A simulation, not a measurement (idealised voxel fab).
Process module heading - voxel wiring stack
Displayed cross-section: cut, width of 180 nm, square cells sized 5 nm.
Just so we're on the same page, the cross-sections are grids of square cells, and they're listed out in bands top to bottom, each band one or more rows deep. Read a band's entry like this: the first values are the height of its top and the height of its bottom in nm, and what follows is the sequence of materials from left to right, each with its width in nm. Note that "air" is empty space, and that a single material marked "full width" reaches across the band from edge to edge. Convention: height 0 is the level below which the wafer, as received, is all one material. The lowest band does not terminate at the bottom but continues downward, represented as "top 0, no bottom". Think of "30 to 40" as a width that walks from the first number to the second as you go down the band, top row to bottom row, taking equal-sized steps from row to row. "nothing was modified" -> step changed no cross-section cell. For the entry "Enclosed cavities", the listed items are empty spaces with no open way to the top whose size is 8 cells or more; each item follows the pattern width x height at distance, where distance is from the left edge and all three are in nm. What comes after the settings on a step's line is commentary from the simulator itself on that step. What "overlay nm" on a step's line means: if the step has a mask, that mask lay this far to the right of its planned place, or, when the value is negative, to the left.
The planned process steps are enumerated hereunder
1,RECEIVE with material Si
2,CONFORMAL_DEP with material SiO2, thk nm 10
3,DIRECTIONAL_DEP with material TiN, thk nm 5
4,DIRECTIONAL_DEP with material Ru, thk nm 15
5,MASKED_ETCH with tone cover, mask id METAL_1, width nm 30, pitch nm 50, etch materials Ru, depth nm 15, overlay nm 0
6,MASKED_ETCH with tone cover, mask id METAL_1, width nm 30, pitch nm 50, etch materials TiN, depth nm 5, overlay nm 0
7,CONFORMAL_DEP with material SiCN, thk nm 5
8,FILL_DEP with material SiO2, thk nm 10
9,CMP with height nm 30
10,CONFORMAL_DEP with material SiCN, thk nm 5
11,DIRECTIONAL_DEP with material SiO2, thk nm 30
12,MASKED_ETCH with tone open, mask id METAL_2_HOLES, width nm 15, pitch nm 50, etch materials SiO2, depth nm 30, overlay nm 0
13,PATTERN with tone open, mask id METAL_2, material resist, width nm 30, pitch nm 50, thk nm 20, overlay nm 0
14,DIRECTIONAL_ETCH with etch materials SiO2, depth nm 20
15,DIRECTIONAL_ETCH with etch materials SiCN, depth nm 5
16,STRIP with etch materials resist
17,CONFORMAL_DEP with material TiN, thk nm 5
18,FILL_DEP with material Ru, thk nm 5
19,CMP with height nm 65
20,CONFORMAL_DEP with material SiCN, thk nm 5
21,DIRECTIONAL_DEP with material SiO2, thk nm 25
22,PATTERN with tone open, mask id METAL_3, material resist, width nm 30, pitch nm 50, thk nm 20, overlay nm 0
23,DIRECTIONAL_ETCH with etch materials SiO2, depth nm 15
24,STRIP with etch materials resist
25,MASKED_ETCH with tone open, mask id METAL_3_HOLES, width nm 15, etch materials SiO2, depth nm 10, overlay nm 0
26,MASKED_ETCH with tone open, mask id METAL_3_HOLES, width nm 15, etch materials SiCN, depth nm 5, overlay nm 0
27,CONFORMAL_DEP with material TiN, thk nm 5
28,FILL_DEP with material Ru, thk nm 10
29,CMP with height nm 95
30,CONFORMAL_DEP with material SiCN, thk nm 5
31,DIRECTIONAL_DEP with material lowk, thk nm 35
32,MASKED_ETCH with tone open, mask id METAL_4, width nm 30, pitch nm 50, etch materials lowk, depth nm 20, overlay nm 0
33,MASKED_ETCH with tone open, mask id METAL_4_HOLES, width nm 15, pitch nm 50, etch materials lowk, depth nm 15, overlay nm 0
34,MASKED_ETCH with tone open, mask id METAL_4_HOLES, width nm 15, pitch nm 50, etch materials SiCN, depth nm 5, overlay nm 0
35,CONFORMAL_DEP with material TiN, thk nm 5
36,FILL_DEP with material Ru, thk nm 5
37,CMP with height nm 135
38,CONFORMAL_DEP with material SiCN, thk nm 5
first wafer, as planned
This is the cross-section of the wafer as we received it, i.e. after step 1
    top 0, no bottom  Si full width
    Enclosed cavities: none
Cross-sectional representation of the wafer at the conclusion of step 2
    top 10, bottom 0  SiO2 full width
    Lower than 0, everything is as it was.
Cross-sectional representation of the wafer at the conclusion of step 3
    top 15, bottom 10  TiN full width
    Lower than 10, everything is as it was.
Cross-sectional representation of the wafer at the conclusion of step 4
    top 30, bottom 15  Ru full width
    Lower than 15, everything is as it was.
Cross-sectional representation of the wafer at the conclusion of step 5
    top 30, bottom 15  air: 50, Ru: 30, air: 20, Ru: 30, air: 50
    Lower than 15, everything is as it was.
Cross-sectional representation of the wafer at the conclusion of step 6
    top 30, bottom 15  air: 50, Ru: 30, air: 20, Ru: 30, air: 50
    top 15, bottom 10  air: 50, TiN: 30, air: 20, TiN: 30, air: 50
    Lower than 10, everything is as it was.
Cross-sectional representation of the wafer at the conclusion of step 7
    top 35, bottom 30  air: 45, SiCN: 40, air: 10, SiCN: 40, air: 45
    top 30, bottom 15  air: 45, SiCN: 5, Ru: 30, SiCN: 5, air: 10, SiCN: 5, Ru: 30, SiCN: 5, air: 45
    top 15, bottom 10  SiCN: 50, TiN: 30, SiCN: 20, TiN: 30, SiCN: 50
    Lower than 10, everything is as it was.
Cross-sectional representation of the wafer at the conclusion of step 8
    top 45, bottom 35  SiO2 full width
    top 35, bottom 30  SiO2: 45, SiCN: 40, SiO2: 10, SiCN: 40, SiO2: 45
    top 30, bottom 15  SiO2: 45, SiCN: 5, Ru: 30, SiCN: 5, SiO2: 10, SiCN: 5, Ru: 30, SiCN: 5, SiO2: 45
    Lower than 15, everything is as it was.
Cross-sectional representation of the wafer at the conclusion of step 9
    top 30, bottom 15  SiO2: 45, SiCN: 5, Ru: 30, SiCN: 5, SiO2: 10, SiCN: 5, Ru: 30, SiCN: 5, SiO2: 45
    Lower than 15, everything is as it was.
Cross-sectional representation of the wafer at the conclusion of step 10
    top 35, bottom 30  SiCN full width
    Lower than 30, everything is as it was.
Cross-sectional representation of the wafer at the conclusion of step 11
    top 65, bottom 35  SiO2 full width
    Lower than 35, everything is as it was.
Cross-sectional representation of the wafer at the conclusion of step 12
    top 65, bottom 35  SiO2: 50, air: 15, SiO2: 35, air: 15, SiO2: 65
    Lower than 35, everything is as it was.
Cross-sectional representation of the wafer at the conclusion of step 13
    top 85, bottom 65  resist: 50, air: 30, resist: 20, air: 30, resist: 50
    Lower than 65, everything is as it was.
Cross-sectional representation of the wafer at the conclusion of step 14
    top 85, bottom 65  resist: 50, air: 30, resist: 20, air: 30, resist: 50
    top 65, bottom 45  SiO2: 50, air: 30, SiO2: 20, air: 30, SiO2: 50
    Lower than 45, everything is as it was.
Cross-sectional representation of the wafer at the conclusion of step 15
    top 85, bottom 65  resist: 50, air: 30, resist: 20, air: 30, resist: 50
    top 65, bottom 45  SiO2: 50, air: 30, SiO2: 20, air: 30, SiO2: 50
    top 45, bottom 35  SiO2: 50, air: 15, SiO2: 35, air: 15, SiO2: 65
    top 35, bottom 30  SiCN: 50, air: 15, SiCN: 35, air: 15, SiCN: 65
    Lower than 30, everything is as it was.
Cross-sectional representation of the wafer at the conclusion of step 16
    top 65, bottom 45  SiO2: 50, air: 30, SiO2: 20, air: 30, SiO2: 50
    Lower than 45, everything is as it was.
Cross-sectional representation of the wafer at the conclusion of step 17
    top 70, bottom 65  TiN: 55, air: 20, TiN: 30, air: 20, TiN: 55
    top 65, bottom 50  SiO2: 50, TiN: 5, air: 20, TiN: 5, SiO2: 20, TiN: 5, air: 20, TiN: 5, SiO2: 50
    top 50, bottom 45  SiO2: 50, TiN: 5, air: 5, TiN: 20, SiO2: 20, TiN: 5, air: 5, TiN: 20, SiO2: 50
    top 45, bottom 35  SiO2: 50, TiN: 5, air: 5, TiN: 5, SiO2: 35, TiN: 5, air: 5, TiN: 5, SiO2: 65
    top 35, bottom 30  SiCN: 50, TiN: 15, SiCN: 35, TiN: 15, SiCN: 65
    Lower than 30, everything is as it was.
Cross-sectional representation of the wafer at the conclusion of step 18
    top 75, bottom 70  Ru full width
    top 70, bottom 65  TiN: 55, Ru: 20, TiN: 30, Ru: 20, TiN: 55
    top 65, bottom 50  SiO2: 50, TiN: 5, Ru: 20, TiN: 5, SiO2: 20, TiN: 5, Ru: 20, TiN: 5, SiO2: 50
    top 50, bottom 45  SiO2: 50, TiN: 5, Ru: 5, TiN: 20, SiO2: 20, TiN: 5, Ru: 5, TiN: 20, SiO2: 50
    top 45, bottom 35  SiO2: 50, TiN: 5, Ru: 5, TiN: 5, SiO2: 35, TiN: 5, Ru: 5, TiN: 5, SiO2: 65
    Lower than 35, everything is as it was.
Cross-sectional representation of the wafer at the conclusion of step 19
    top 65, bottom 50  SiO2: 50, TiN: 5, Ru: 20, TiN: 5, SiO2: 20, TiN: 5, Ru: 20, TiN: 5, SiO2: 50
    Lower than 50, everything is as it was.
Cross-sectional representation of the wafer at the conclusion of step 20
    top 70, bottom 65  SiCN full width
    Lower than 65, everything is as it was.
Cross-sectional representation of the wafer at the conclusion of step 21
    top 95, bottom 70  SiO2 full width
    Lower than 70, everything is as it was.
Cross-sectional representation of the wafer at the conclusion of step 22
    top 115, bottom 95  resist: 50, air: 30, resist: 20, air: 30, resist: 50
    Lower than 95, everything is as it was.
Cross-sectional representation of the wafer at the conclusion of step 23
    top 115, bottom 95  resist: 50, air: 30, resist: 20, air: 30, resist: 50
    top 95, bottom 80  SiO2: 50, air: 30, SiO2: 20, air: 30, SiO2: 50
    Lower than 80, everything is as it was.
Cross-sectional representation of the wafer at the conclusion of step 24
    top 95, bottom 80  SiO2: 50, air: 30, SiO2: 20, air: 30, SiO2: 50
    Lower than 80, everything is as it was.
Cross-sectional representation of the wafer at the conclusion of step 25
    top 95, bottom 80  SiO2: 50, air: 30, SiO2: 20, air: 30, SiO2: 50
    top 80, bottom 70  SiO2: 50, air: 15, SiO2: 115
    Lower than 70, everything is as it was.
Cross-sectional representation of the wafer at the conclusion of step 26
    top 95, bottom 80  SiO2: 50, air: 30, SiO2: 20, air: 30, SiO2: 50
    top 80, bottom 70  SiO2: 50, air: 15, SiO2: 115
    top 70, bottom 65  SiCN: 50, air: 15, SiCN: 115
    Lower than 65, everything is as it was.
Cross-sectional representation of the wafer at the conclusion of step 27
    top 100, bottom 95  TiN: 55, air: 20, TiN: 30, air: 20, TiN: 55
    top 95, bottom 85  SiO2: 50, TiN: 5, air: 20, TiN: 5, SiO2: 20, TiN: 5, air: 20, TiN: 5, SiO2: 50
    top 85, bottom 80  SiO2: 50, TiN: 5, air: 5, TiN: 20, SiO2: 20, TiN: 30, SiO2: 50
    top 80, bottom 70  SiO2: 50, TiN: 5, air: 5, TiN: 5, SiO2: 115
    top 70, bottom 65  SiCN: 50, TiN: 15, SiCN: 115
    Lower than 65, everything is as it was.
Cross-sectional representation of the wafer at the conclusion of step 28
    top 110, bottom 100  Ru full width
    top 100, bottom 95  TiN: 55, Ru: 20, TiN: 30, Ru: 20, TiN: 55
    top 95, bottom 85  SiO2: 50, TiN: 5, Ru: 20, TiN: 5, SiO2: 20, TiN: 5, Ru: 20, TiN: 5, SiO2: 50
    top 85, bottom 80  SiO2: 50, TiN: 5, Ru: 5, TiN: 20, SiO2: 20, TiN: 30, SiO2: 50
    top 80, bottom 70  SiO2: 50, TiN: 5, Ru: 5, TiN: 5, SiO2: 115
    Lower than 70, everything is as it was.
Cross-sectional representation of the wafer at the conclusion of step 29
    top 95, bottom 85  SiO2: 50, TiN: 5, Ru: 20, TiN: 5, SiO2: 20, TiN: 5, Ru: 20, TiN: 5, SiO2: 50
    Lower than 85, everything is as it was.
Cross-sectional representation of the wafer at the conclusion of step 30
    top 100, bottom 95  SiCN full width
    Lower than 95, everything is as it was.
Cross-sectional representation of the wafer at the conclusion of step 31
    top 135, bottom 100  lowk full width
    Lower than 100, everything is as it was.
Cross-sectional representation of the wafer at the conclusion of step 32
    top 135, bottom 115  lowk: 50, air: 30, lowk: 20, air: 30, lowk: 50
    Lower than 115, everything is as it was.
Cross-sectional representation of the wafer at the conclusion of step 33
    top 135, bottom 115  lowk: 50, air: 30, lowk: 20, air: 30, lowk: 50
    top 115, bottom 100  lowk: 50, air: 15, lowk: 35, air: 15, lowk: 65
    Lower than 100, everything is as it was.
Cross-sectional representation of the wafer at the conclusion of step 34
    top 135, bottom 115  lowk: 50, air: 30, lowk: 20, air: 30, lowk: 50
    top 115, bottom 100  lowk: 50, air: 15, lowk: 35, air: 15, lowk: 65
    top 100, bottom 95  SiCN: 50, air: 15, SiCN: 35, air: 15, SiCN: 65
    Lower than 95, everything is as it was.
Cross-sectional representation of the wafer at the conclusion of step 35
    top 140, bottom 135  TiN: 55, air: 20, TiN: 30, air: 20, TiN: 55
    top 135, bottom 120  lowk: 50, TiN: 5, air: 20, TiN: 5, lowk: 20, TiN: 5, air: 20, TiN: 5, lowk: 50
    top 120, bottom 115  lowk: 50, TiN: 5, air: 5, TiN: 20, lowk: 20, TiN: 5, air: 5, TiN: 20, lowk: 50
    top 115, bottom 100  lowk: 50, TiN: 5, air: 5, TiN: 5, lowk: 35, TiN: 5, air: 5, TiN: 5, lowk: 65
    top 100, bottom 95  SiCN: 50, TiN: 15, SiCN: 35, TiN: 15, SiCN: 65
    Lower than 95, everything is as it was.
Cross-sectional representation of the wafer at the conclusion of step 36
    top 145, bottom 140  Ru full width
    top 140, bottom 135  TiN: 55, Ru: 20, TiN: 30, Ru: 20, TiN: 55
    top 135, bottom 120  lowk: 50, TiN: 5, Ru: 20, TiN: 5, lowk: 20, TiN: 5, Ru: 20, TiN: 5, lowk: 50
    top 120, bottom 115  lowk: 50, TiN: 5, Ru: 5, TiN: 20, lowk: 20, TiN: 5, Ru: 5, TiN: 20, lowk: 50
    top 115, bottom 100  lowk: 50, TiN: 5, Ru: 5, TiN: 5, lowk: 35, TiN: 5, Ru: 5, TiN: 5, lowk: 65
    Lower than 100, everything is as it was.
Cross-sectional representation of the wafer at the conclusion of step 37
    top 135, bottom 120  lowk: 50, TiN: 5, Ru: 20, TiN: 5, lowk: 20, TiN: 5, Ru: 20, TiN: 5, lowk: 50
    Lower than 120, everything is as it was.
Cross-sectional representation of the wafer at the conclusion of step 38
    top 140, bottom 135  SiCN full width
    Lower than 135, everything is as it was.
Companion wafer, the second of two: same beginning, same intended sequence, one mistake in carrying it out; through step 4 inclusive it tracks the first exactly
Cross-sectional representation of the second wafer at the time designated in the plan for the completion of step 5
    top 30, bottom 15  Ru: 50, air: 30, Ru: 20, air: 30, Ru: 50
    Lower than 15, everything is as it was.
Cross-sectional representation of the second wafer at the time designated in the plan for the completion of step 6: nothing was modified
Cross-sectional representation of the second wafer at the time designated in the plan for the completion of step 7
    top 35, bottom 30  SiCN: 55, air: 20, SiCN: 30, air: 20, SiCN: 55
    top 30, bottom 20  Ru: 50, SiCN: 5, air: 20, SiCN: 5, Ru: 20, SiCN: 5, air: 20, SiCN: 5, Ru: 50
    top 20, bottom 15  Ru: 50, SiCN: 30, Ru: 20, SiCN: 30, Ru: 50
    Lower than 15, everything is as it was.
Cross-sectional representation of the second wafer at the time designated in the plan for the completion of step 8
    top 45, bottom 35  SiO2 full width
    top 35, bottom 30  SiCN: 55, SiO2: 20, SiCN: 30, SiO2: 20, SiCN: 55
    top 30, bottom 20  Ru: 50, SiCN: 5, SiO2: 20, SiCN: 5, Ru: 20, SiCN: 5, SiO2: 20, SiCN: 5, Ru: 50
    Lower than 20, everything is as it was.
Cross-sectional representation of the second wafer at the time designated in the plan for the completion of step 9
    top 30, bottom 20  Ru: 50, SiCN: 5, SiO2: 20, SiCN: 5, Ru: 20, SiCN: 5, SiO2: 20, SiCN: 5, Ru: 50
    Lower than 20, everything is as it was.
Cross-sectional representation of the second wafer at the time designated in the plan for the completion of step 10
    top 35, bottom 30  SiCN full width
    Lower than 30, everything is as it was.
Cross-sectional representation of the second wafer at the time designated in the plan for the completion of step 11
    top 65, bottom 35  SiO2 full width
    Lower than 35, everything is as it was.
Cross-sectional representation of the second wafer at the time designated in the plan for the completion of step 12
    top 65, bottom 35  SiO2: 50, air: 15, SiO2: 35, air: 15, SiO2: 65
    Lower than 35, everything is as it was.
Cross-sectional representation of the second wafer at the time designated in the plan for the completion of step 13
    top 85, bottom 65  resist: 50, air: 30, resist: 20, air: 30, resist: 50
    Lower than 65, everything is as it was.
Cross-sectional representation of the second wafer at the time designated in the plan for the completion of step 14
    top 85, bottom 65  resist: 50, air: 30, resist: 20, air: 30, resist: 50
    top 65, bottom 45  SiO2: 50, air: 30, SiO2: 20, air: 30, SiO2: 50
    Lower than 45, everything is as it was.
Cross-sectional representation of the second wafer at the time designated in the plan for the completion of step 15
    top 85, bottom 65  resist: 50, air: 30, resist: 20, air: 30, resist: 50
    top 65, bottom 45  SiO2: 50, air: 30, SiO2: 20, air: 30, SiO2: 50
    top 45, bottom 35  SiO2: 50, air: 15, SiO2: 35, air: 15, SiO2: 65
    top 35, bottom 30  SiCN: 50, air: 15, SiCN: 35, air: 15, SiCN: 65
    Lower than 30, everything is as it was.
Cross-sectional representation of the second wafer at the time designated in the plan for the completion of step 16
    top 65, bottom 45  SiO2: 50, air: 30, SiO2: 20, air: 30, SiO2: 50
    Lower than 45, everything is as it was.
Cross-sectional representation of the second wafer at the time designated in the plan for the completion of step 17
    top 70, bottom 65  TiN: 55, air: 20, TiN: 30, air: 20, TiN: 55
    top 65, bottom 50  SiO2: 50, TiN: 5, air: 20, TiN: 5, SiO2: 20, TiN: 5, air: 20, TiN: 5, SiO2: 50
    top 50, bottom 45  SiO2: 50, TiN: 5, air: 5, TiN: 20, SiO2: 20, TiN: 5, air: 5, TiN: 20, SiO2: 50
    top 45, bottom 35  SiO2: 50, TiN: 5, air: 5, TiN: 5, SiO2: 35, TiN: 5, air: 5, TiN: 5, SiO2: 65
    top 35, bottom 30  SiCN: 50, TiN: 15, SiCN: 35, TiN: 15, SiCN: 65
    Lower than 30, everything is as it was.
Cross-sectional representation of the second wafer at the time designated in the plan for the completion of step 18
    top 75, bottom 70  Ru full width
    top 70, bottom 65  TiN: 55, Ru: 20, TiN: 30, Ru: 20, TiN: 55
    top 65, bottom 50  SiO2: 50, TiN: 5, Ru: 20, TiN: 5, SiO2: 20, TiN: 5, Ru: 20, TiN: 5, SiO2: 50
    top 50, bottom 45  SiO2: 50, TiN: 5, Ru: 5, TiN: 20, SiO2: 20, TiN: 5, Ru: 5, TiN: 20, SiO2: 50
    top 45, bottom 35  SiO2: 50, TiN: 5, Ru: 5, TiN: 5, SiO2: 35, TiN: 5, Ru: 5, TiN: 5, SiO2: 65
    Lower than 35, everything is as it was.
Cross-sectional representation of the second wafer at the time designated in the plan for the completion of step 19
    top 65, bottom 50  SiO2: 50, TiN: 5, Ru: 20, TiN: 5, SiO2: 20, TiN: 5, Ru: 20, TiN: 5, SiO2: 50
    Lower than 50, everything is as it was.
Cross-sectional representation of the second wafer at the time designated in the plan for the completion of step 20
    top 70, bottom 65  SiCN full width
    Lower than 65, everything is as it was.
Cross-sectional representation of the second wafer at the time designated in the plan for the completion of step 21
    top 95, bottom 70  SiO2 full width
    Lower than 70, everything is as it was.
Cross-sectional representation of the second wafer at the time designated in the plan for the completion of step 22
    top 115, bottom 95  resist: 50, air: 30, resist: 20, air: 30, resist: 50
    Lower than 95, everything is as it was.
Cross-sectional representation of the second wafer at the time designated in the plan for the completion of step 23
    top 115, bottom 95  resist: 50, air: 30, resist: 20, air: 30, resist: 50
    top 95, bottom 80  SiO2: 50, air: 30, SiO2: 20, air: 30, SiO2: 50
    Lower than 80, everything is as it was.
Cross-sectional representation of the second wafer at the time designated in the plan for the completion of step 24
    top 95, bottom 80  SiO2: 50, air: 30, SiO2: 20, air: 30, SiO2: 50
    Lower than 80, everything is as it was.
Cross-sectional representation of the second wafer at the time designated in the plan for the completion of step 25
    top 95, bottom 80  SiO2: 50, air: 30, SiO2: 20, air: 30, SiO2: 50
    top 80, bottom 70  SiO2: 50, air: 15, SiO2: 115
    Lower than 70, everything is as it was.
Cross-sectional representation of the second wafer at the time designated in the plan for the completion of step 26
    top 95, bottom 80  SiO2: 50, air: 30, SiO2: 20, air: 30, SiO2: 50
    top 80, bottom 70  SiO2: 50, air: 15, SiO2: 115
    top 70, bottom 65  SiCN: 50, air: 15, SiCN: 115
    Lower than 65, everything is as it was.
Cross-sectional representation of the second wafer at the time designated in the plan for the completion of step 27
    top 100, bottom 95  TiN: 55, air: 20, TiN: 30, air: 20, TiN: 55
    top 95, bottom 85  SiO2: 50, TiN: 5, air: 20, TiN: 5, SiO2: 20, TiN: 5, air: 20, TiN: 5, SiO2: 50
    top 85, bottom 80  SiO2: 50, TiN: 5, air: 5, TiN: 20, SiO2: 20, TiN: 30, SiO2: 50
    top 80, bottom 70  SiO2: 50, TiN: 5, air: 5, TiN: 5, SiO2: 115
    top 70, bottom 65  SiCN: 50, TiN: 15, SiCN: 115
    Lower than 65, everything is as it was.
Cross-sectional representation of the second wafer at the time designated in the plan for the completion of step 28
    top 110, bottom 100  Ru full width
    top 100, bottom 95  TiN: 55, Ru: 20, TiN: 30, Ru: 20, TiN: 55
    top 95, bottom 85  SiO2: 50, TiN: 5, Ru: 20, TiN: 5, SiO2: 20, TiN: 5, Ru: 20, TiN: 5, SiO2: 50
    top 85, bottom 80  SiO2: 50, TiN: 5, Ru: 5, TiN: 20, SiO2: 20, TiN: 30, SiO2: 50
    top 80, bottom 70  SiO2: 50, TiN: 5, Ru: 5, TiN: 5, SiO2: 115
    Lower than 70, everything is as it was.
Cross-sectional representation of the second wafer at the time designated in the plan for the completion of step 29
    top 95, bottom 85  SiO2: 50, TiN: 5, Ru: 20, TiN: 5, SiO2: 20, TiN: 5, Ru: 20, TiN: 5, SiO2: 50
    Lower than 85, everything is as it was.
Cross-sectional representation of the second wafer at the time designated in the plan for the completion of step 30
    top 100, bottom 95  SiCN full width
    Lower than 95, everything is as it was.
Cross-sectional representation of the second wafer at the time designated in the plan for the completion of step 31
    top 135, bottom 100  lowk full width
    Lower than 100, everything is as it was.
Cross-sectional representation of the second wafer at the time designated in the plan for the completion of step 32
    top 135, bottom 115  lowk: 50, air: 30, lowk: 20, air: 30, lowk: 50
    Lower than 115, everything is as it was.
Cross-sectional representation of the second wafer at the time designated in the plan for the completion of step 33
    top 135, bottom 115  lowk: 50, air: 30, lowk: 20, air: 30, lowk: 50
    top 115, bottom 100  lowk: 50, air: 15, lowk: 35, air: 15, lowk: 65
    Lower than 100, everything is as it was.
Cross-sectional representation of the second wafer at the time designated in the plan for the completion of step 34
    top 135, bottom 115  lowk: 50, air: 30, lowk: 20, air: 30, lowk: 50
    top 115, bottom 100  lowk: 50, air: 15, lowk: 35, air: 15, lowk: 65
    top 100, bottom 95  SiCN: 50, air: 15, SiCN: 35, air: 15, SiCN: 65
    Lower than 95, everything is as it was.
Cross-sectional representation of the second wafer at the time designated in the plan for the completion of step 35
    top 140, bottom 135  TiN: 55, air: 20, TiN: 30, air: 20, TiN: 55
    top 135, bottom 120  lowk: 50, TiN: 5, air: 20, TiN: 5, lowk: 20, TiN: 5, air: 20, TiN: 5, lowk: 50
    top 120, bottom 115  lowk: 50, TiN: 5, air: 5, TiN: 20, lowk: 20, TiN: 5, air: 5, TiN: 20, lowk: 50
    top 115, bottom 100  lowk: 50, TiN: 5, air: 5, TiN: 5, lowk: 35, TiN: 5, air: 5, TiN: 5, lowk: 65
    top 100, bottom 95  SiCN: 50, TiN: 15, SiCN: 35, TiN: 15, SiCN: 65
    Lower than 95, everything is as it was.
Cross-sectional representation of the second wafer at the time designated in the plan for the completion of step 36
    top 145, bottom 140  Ru full width
    top 140, bottom 135  TiN: 55, Ru: 20, TiN: 30, Ru: 20, TiN: 55
    top 135, bottom 120  lowk: 50, TiN: 5, Ru: 20, TiN: 5, lowk: 20, TiN: 5, Ru: 20, TiN: 5, lowk: 50
    top 120, bottom 115  lowk: 50, TiN: 5, Ru: 5, TiN: 20, lowk: 20, TiN: 5, Ru: 5, TiN: 20, lowk: 50
    top 115, bottom 100  lowk: 50, TiN: 5, Ru: 5, TiN: 5, lowk: 35, TiN: 5, Ru: 5, TiN: 5, lowk: 65
    Lower than 100, everything is as it was.
Cross-sectional representation of the second wafer at the time designated in the plan for the completion of step 37
    top 135, bottom 120  lowk: 50, TiN: 5, Ru: 20, TiN: 5, lowk: 20, TiN: 5, Ru: 20, TiN: 5, lowk: 50
    Lower than 120, everything is as it was.
Cross-sectional representation of the second wafer at the time designated in the plan for the completion of step 38
    top 140, bottom 135  SiCN full width
    Lower than 135, everything is as it was.
What broke from the plan during processing? step 5 did not happen as planned, as run it was MASKED_ETCH with tone open, mask id METAL_1, width nm 30, pitch nm 50, etch materials Ru, depth nm 15, overlay nm 0
Cell-count delta at end, second wafer over first, by material: Ru +36; SiCN -16; SiO2 -44; TiN +24
